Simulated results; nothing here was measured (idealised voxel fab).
The following process module bears the name voxel self aligned contacts.
This is section cut - it's 160 nm across, gridded in 5 nm square cells.
A cross-section in this document is a grid of square cells, and it is written down as bands, the top band listed before the ones below it; a band is made up of one or more rows of cells.
Look at the band entry: it leads with the top's height and the bottom's height in nm. Then it lists the materials left to right, with a width in nm for each. The word "throughout" on a single material says that material fills the band edge to edge. The word "blank" is empty space.
Height datum 0, below which the as-received substrate wafer is one material. Lowest band open at the bottom, running downward: "0 nm and below".
Quick explanation for "30->40": the width changes in equal steps down the rows of cells, from the first number in the band's top row to the second number in its bottom row.
Step marked "same as before"? Then no cell in the cross-section changed in it.
You'll see "Enclosed cavities" listing empty spaces that have no way open to the top, as long as they're 8 cells or more; the notation is width x height at distance, where the distance is from the left edge, and all of it is in nm.
The remark found on a step's line after its settings is issued by the simulator itself and pertains to that step.
For masked steps, "overlay nm" on the step line gives how far right of plan the mask actually lay; a minus sign means it lay to the left.
-- Process steps - plan
| 1 | RECEIVE | material Si |
| 2 | OXIDIZE | depth nm 5 |
| 3 | DIRECTIONAL_DEP | material polySi | thk nm 30 |
| 4 | DIRECTIONAL_DEP | material SiN | thk nm 25 |
| 5 | DIRECTIONAL_DEP | material aC | thk nm 15 |
| 6 | PATTERN | tone cover | mask id GATE | material resist | width nm 25 | pitch nm 65 | thk nm 35 | overlay nm 0 |
| 7 | DIRECTIONAL_ETCH | etch materials aC | depth nm 15 |
| 8 | STRIP | etch materials resist |
| 9 | DIRECTIONAL_ETCH | etch materials SiN | depth nm 25 |
| 10 | DIRECTIONAL_ETCH | etch materials polySi | depth nm 30 |
| 11 | STRIP | etch materials aC |
| 12 | CONFORMAL_DEP | material SiN | thk nm 10 |
| 13 | DIRECTIONAL_ETCH | etch materials SiN | depth nm 10 |
| 14 | FILL_DEP | material SiO2 | thk nm 20 |
| 15 | CMP | height nm 65 |
| 16 | MASKED_ETCH | tone open | mask id CONTACT | width nm 50 | etch materials SiO2 | depth nm 70 | overlay nm 0 |
| 17 | CONFORMAL_DEP | material TiN | thk nm 5 |
| 18 | FILL_DEP | material Ru | thk nm 5 |
| 19 | CMP | height nm 65 |
| 20 | CONFORMAL_DEP | material SiN | thk nm 5 |
-- This is the cross-section of the wafer as we received it, i.e. after step 1
> 0 nm and below  Si throughout
> Enclosed cavities: none
-- Look at the cross-section after the module: the wafer started out the way shown above and the plan was the one shown above, yet one mistake was made along the way
> 70 nm to 65 nm  SiN throughout
> 65 nm to 55 nm  SiO2: 55, then TiN: 5->20, then Ru: 40->10, then TiN: 5->20, then SiO2: 55
> 55 nm to 30 nm  SiO2: 25, then SiN: 45, then TiN: 5, then Ru: 10, then TiN: 5, then SiN: 45, then SiO2: 25
> 30 nm to 25 nm  SiO2: 70, then TiN: 20, then SiO2: 70
> 25 nm to 0 nm  polySi throughout
> 0 nm and below  Si throughout
> Enclosed cavities: none
Error vs. plan: the processing plan was not followed for steps 2 and 3, which were run with their positions exchanged
